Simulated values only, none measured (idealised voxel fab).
The document below concerns the process module designated voxel gate over fins.
Square cell edge 5 nm, section width 230 nm, ID cut.
Bands, listed from the top down, are how a cross-section gets written in this document; the cross-section itself is a grid of square cells, and a band is one or more rows of them. Basically the band line says how high the top is and how high the bottom is, in nm, and then what's in it from left to right, every material with its width in nm. Empty space shows up as "air", and if a single material carries "edge to edge" it runs the full band edge to edge. Beneath 0, the wafer as received is one material, and that level is where height counting begins. The lowest band goes on downward without a bottom; it is written like "0 down". The expression "30..40" gives the width at the extremes of the band, the first number at its top row of cells and the second at its bottom row, with the width changing by equal amounts from each row to the next in between. Take "left unchanged" at face value: in the step it is given for, the cross-section changed in none of its cells. "Encapsulated voids": empty spaces of 8 cells or more with no open way to the top, each given as width x height at distance, distance from the left edge, all in nm. Post-settings text on a step line: simulator's own remark regarding the step. "overlay nm" answers the question of how far to the right of plan the mask lay on a step that has a mask, and when it is negative the answer is to the left.
Process steps foreseen in the plan
| 1 | RECEIVE,material Si |
| 2 | CONFORMAL_DEP,material SiN,thk nm 5 |
| 3 | PATTERN,tone cover,mask id FINS,material resist,width nm 15,pitch nm 50,thk nm 20,overlay nm -15 |
| 4 | DIRECTIONAL_ETCH,etch materials SiN,depth nm 5 |
| 5 | DIRECTIONAL_ETCH,etch materials Si,depth nm 40 |
| 6 | STRIP,etch materials resist |
| 7 | FILL_DEP,material SiO2,thk nm 15 |
| 8 | CMP,height nm 5 |
| 9 | PATTERN,tone open,mask id RAIL,material resist,width nm 15,thk nm 20,overlay nm 0 |
| 10 | DIRECTIONAL_ETCH,etch materials SiO2,depth nm 40 |
| 11 | STRIP,etch materials resist |
| 12 | CONFORMAL_DEP,material TiN,thk nm 5 |
| 13 | FILL_DEP,material Ru,thk nm 5 |
| 14 | CMP,height nm 5 |
| 15 | SELECTIVE_ETCH,etch materials W Ru TiN,depth nm 25 |
| 16 | FILL_DEP,material SiO2,thk nm 5 |
| 17 | CMP,height nm 5 |
| 18 | SELECTIVE_ETCH,etch materials SiO2,depth nm 15 |
| 19 | STRIP,etch materials SiN |
| 20 | CONFORMAL_DEP,material HfO2,thk nm 5 |
| 21 | CONFORMAL_DEP,material TiN,thk nm 5 |
| 22 | FILL_DEP,material W,thk nm 10 |
| 23 | CMP,height nm 15 |
| 24 | CONFORMAL_DEP,material SiCN,thk nm 10 |
Split variable: overlay nm, step 3. Plan value = first wafer. Wafers start alike.
Cross-section: the first of several wafers in its as-received state, i.e. following step 1
  0 down  Si edge to edge
  Encapsulated voids: none
Below, a row for every wafer. Read it as the end-of-module picture: for each material the wafer shows its cells gained (+) or lost (-) since it was received, and then its closed voids
overlay nm -15 | +58 HfO2 | -296 Si | +92 SiCN | +216 SiO2 | +64 TiN | +96 W | Encapsulated voids: none
overlay nm -10 | +58 HfO2 | +2 Ru | -296 Si | +92 SiCN | +213 SiO2 | +65 TiN | +96 W | Encapsulated voids: none
overlay nm -5 | +58 HfO2 | +2 Ru | -296 Si | +92 SiCN | +213 SiO2 | +65 TiN | +96 W | Encapsulated voids: none
overlay nm 0 | +58 HfO2 | +2 Ru | -296 Si | +92 SiCN | +213 SiO2 | +65 TiN | +96 W | Encapsulated voids: none
overlay nm 5 | +58 HfO2 | +2 Ru | -296 Si | +92 SiCN | +213 SiO2 | +65 TiN | +96 W | Encapsulated voids: none
overlay nm 10 | +58 HfO2 | +2 Ru | -296 Si | +92 SiCN | +213 SiO2 | +65 TiN | +96 W | Encapsulated voids: none
overlay nm 15 | +58 HfO2 | -296 Si | +92 SiCN | +216 SiO2 | +64 TiN | +96 W | Encapsulated voids: none
